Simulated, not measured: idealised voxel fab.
process module | voxel self aligned vias
cross-section cut | 300 nm wide | cells 5 nm
A cross-section is a grid of square cells, given in bands from the top down. A band is one or more rows of cells.
Each band's line starts with the height of the band's top and of its bottom, in nm. Then come its materials from left to right, each with its width in nm. One material with "throughout" fills the band from edge to edge. "air" is empty space.
Height 0 is the level under which the wafer as received is all one material. The lowest band goes on downwards, as in "0 down".
A width such as "30 to 40" changes by the same amount from each row of cells to the next, from the band's top row to its bottom row.
"no change" after a step means that no cell of the cross-section changed.
closed voids: empty space of 8 cells or more with no open way to the top, each as width x height at its distance from the left edge, in nm
after a step's settings: what the simulator itself notes on the step
overlay nm, on a step with a mask: how far to the right of its planned place the mask lay; to the left if negative
plan
1 op RECEIVE | material Si
2 op CONFORMAL_DEP | material SiO2 | thk nm 10
3 op CONFORMAL_DEP | material SiCN | thk nm 5
4 op DIRECTIONAL_DEP | material lowk | thk nm 30
5 op MASKED_ETCH | tone open | mask id LINES | width nm 20 | pitch nm 70 | etch materials lowk | depth nm 30 | overlay nm 0
6 op CONFORMAL_DEP | material TiN | thk nm 5
7 op FILL_DEP | material Ru | thk nm 10
8 op CMP | height nm 45
9 op SELECTIVE_ETCH | etch materials W Ru TiN | depth nm 10
10 op FILL_DEP | material SiN | thk nm 5
11 op CMP | height nm 45
12 op DIRECTIONAL_DEP | material lowk | thk nm 20
13 op DIRECTIONAL_DEP | material aC | thk nm 15
14 op PATTERN | tone open | mask id VIAS | material resist | width nm 40 | pitch nm 140 | thk nm 30 | overlay nm 0
15 op DIRECTIONAL_ETCH | etch materials aC | depth nm 15
16 op STRIP | etch materials resist
17 op DIRECTIONAL_ETCH | etch materials lowk | depth nm 20
18 op DIRECTIONAL_ETCH | etch materials SiN | depth nm 10
19 op STRIP | etch materials aC
20 op CONFORMAL_DEP | material TiN | thk nm 5
21 op FILL_DEP | material Cu | thk nm 5
22 op CMP | height nm 65
23 op CONFORMAL_DEP | material SiCN | thk nm 5
as received, after step 1
  0 down: Si throughout
  closed voids: none
first wafer at the end, as planned
  70 to 65: SiCN throughout
  65 to 50: lowk 60 | TiN 5 | Cu 30 | TiN 5 | lowk 100 | TiN 5 | Cu 30 | TiN 5 | lowk 60
  50 to 45: lowk 60 | TiN 15 | Cu 10 | TiN 15 | lowk 100 | TiN 15 | Cu 10 | TiN 15 | lowk 60
  45 to 40: lowk 70 | TiN 5 | Cu 10 | TiN 5 | lowk 50 | SiN 20 | lowk 50 | TiN 5 | Cu 10 | TiN 5 | lowk 70
  40 to 35: lowk 70 | TiN 20 | lowk 50 | SiN 20 | lowk 50 | TiN 20 | lowk 70
  35 to 20: lowk 70 | TiN 5 | Ru 10 | TiN 5 | lowk 50 | TiN 5 | Ru 10 | TiN 5 | lowk 50 | TiN 5 | Ru 10 | TiN 5 | lowk 70
  20 to 15: lowk 70 | TiN 20 | lowk 50 | TiN 20 | lowk 50 | TiN 20 | lowk 70
  15 to 10: SiCN throughout
  10 to 0: SiO2 throughout
  0 down: Si throughout
  closed voids: none
second wafer at the end: like start, like plan, one mistake
  70 to 65: SiCN throughout
  65 to 50: lowk 60 | TiN 5 | Cu 30 | TiN 5 | lowk 100 | TiN 5 | Cu 30 | TiN 5 | lowk 60
  50 to 45: lowk 60 | TiN 40 | lowk 100 | TiN 40 | lowk 60
  45 to 35: lowk 70 | SiCN 5 | TiN 10 | SiCN 5 | lowk 50 | SiCN 5 | SiN 10 | SiCN 5 | lowk 50 | SiCN 5 | TiN 10 | SiCN 5 | lowk 70
  35 to 20: lowk 70 | SiCN 5 | Ru 10 | SiCN 5 | lowk 50 | SiCN 5 | Ru 10 | SiCN 5 | lowk 50 | SiCN 5 | Ru 10 | SiCN 5 | lowk 70
  20 to 15: lowk 70 | SiCN 20 | lowk 50 | SiCN 20 | lowk 50 | SiCN 20 | lowk 70
  15 to 10: SiCN throughout
  10 to 0: SiO2 throughout
  0 down: Si throughout
  closed voids: none
what went wrong: step 6 ran as: op CONFORMAL_DEP | material SiCN | thk nm 5
at the end the second wafer has, in cells: 8 fewer of Cu | 42 more of SiCN | 4 fewer of SiN | 30 fewer of TiN
